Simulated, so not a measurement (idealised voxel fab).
The document below concerns the process module designated voxel released beams.
Section cut is 215 nm wide and gridded with 5 nm square cells.
For the purposes of this document, a cross-section shall be understood as a grid of square cells, specified as bands listed in top-to-bottom order, each band consisting of one or more rows of cells. Each band's line starts with the height of the band's top and of its bottom, in nm. Then come its materials from left to right, each with its width in nm. One material with "throughout" fills the band from edge to edge. "air" is empty space. Heights are measured from 0, the level below which the as-received wafer is all one material; the lowest band has no bottom and continues downward, written as in "0 -> down". Think of "30 to 40" as a width that walks from the first number to the second as you go down the band, top row to bottom row, taking equal-sized steps from row to row. It should be understood that the words "stayed the same", when stated for a given step, signify that the cross-section underwent no change in any of its cells during that step. The list in "Closed cavities" covers empty spaces of 8 cells or more that cannot reach the top through any open way, and it gives each as width x height at distance; the distance is from the left edge, and width, height and distance are in nm. The remark found on a step's line after its settings is issued by the simulator itself and pertains to that step. What "overlay nm" on a step's line means: if the step has a mask, that mask lay this far to the right of its planned place, or, when the value is negative, to the left.

So here's the lineup of process steps we planned
1 op RECEIVE | material Si
2 op CONFORMAL_DEP | material SiN | thk nm 5
3 op DIRECTIONAL_DEP | material SiO2 | thk nm 15
4 op DIRECTIONAL_DEP | material aC | thk nm 15
5 op PATTERN | tone open | mask id ANCHOR | material resist | width nm 30 | thk nm 35 | overlay nm 0
6 op DIRECTIONAL_ETCH | etch materials aC | depth nm 15
7 op STRIP | etch materials resist
8 op DIRECTIONAL_ETCH | etch materials SiO2 | depth nm 15
9 op STRIP | etch materials aC
10 op CONFORMAL_DEP | material TiN | thk nm 10
11 op DIRECTIONAL_DEP | material aC | thk nm 10
12 op PATTERN | tone cover | mask id BEAM | material resist | width nm 105 | thk nm 30 | overlay nm 0
13 op DIRECTIONAL_ETCH | etch materials aC | depth nm 10
14 op STRIP | etch materials resist
15 op DIRECTIONAL_ETCH | etch materials TiN | depth nm 10
16 op STRIP | etch materials aC
17 op STRIP | etch materials SiO2

Cross-section, incoming material, after step 1
- 0 -> down | Si throughout
- Closed cavities: none

Cross-section, first of two wafers, end of module, run as planned
- 30 -> 20 | air 50 / TiN 15 / air 10 / TiN 80 / air 60
- 20 -> 15 | air 55 / TiN 10 / air 10 / TiN 10 / air 130
- 15 -> 5 | air 55 / TiN 30 / air 130
- 5 -> 0 | SiN throughout
- 0 -> down | Si throughout
- Closed cavities: none

Cross-sectional view of the second of two wafers upon completion of the module. This wafer shared its starting condition and process plan with the first; one error was made during its execution
- 30 -> 20 | air 50 / TiN 45 / air 120
- 20 -> 15 | air 45 / TiN 10 / SiO2 30 / TiN 10 / air 120
- 15 -> 5 | air 45 / TiN 10 / SiO2 30 / TiN 70 / air 60
- 5 -> 0 | SiN throughout
- 0 -> down | Si throughout
- Closed cavities: none
Here's what went sideways: step 5 off recipe, ran as op PATTERN | tone cover | mask id ANCHOR | material resist | width nm 30 | thk nm 35 | overlay nm 0
End check, counted in cells, second wafer has more or fewer of these materials than the first: SiO2: 18 more
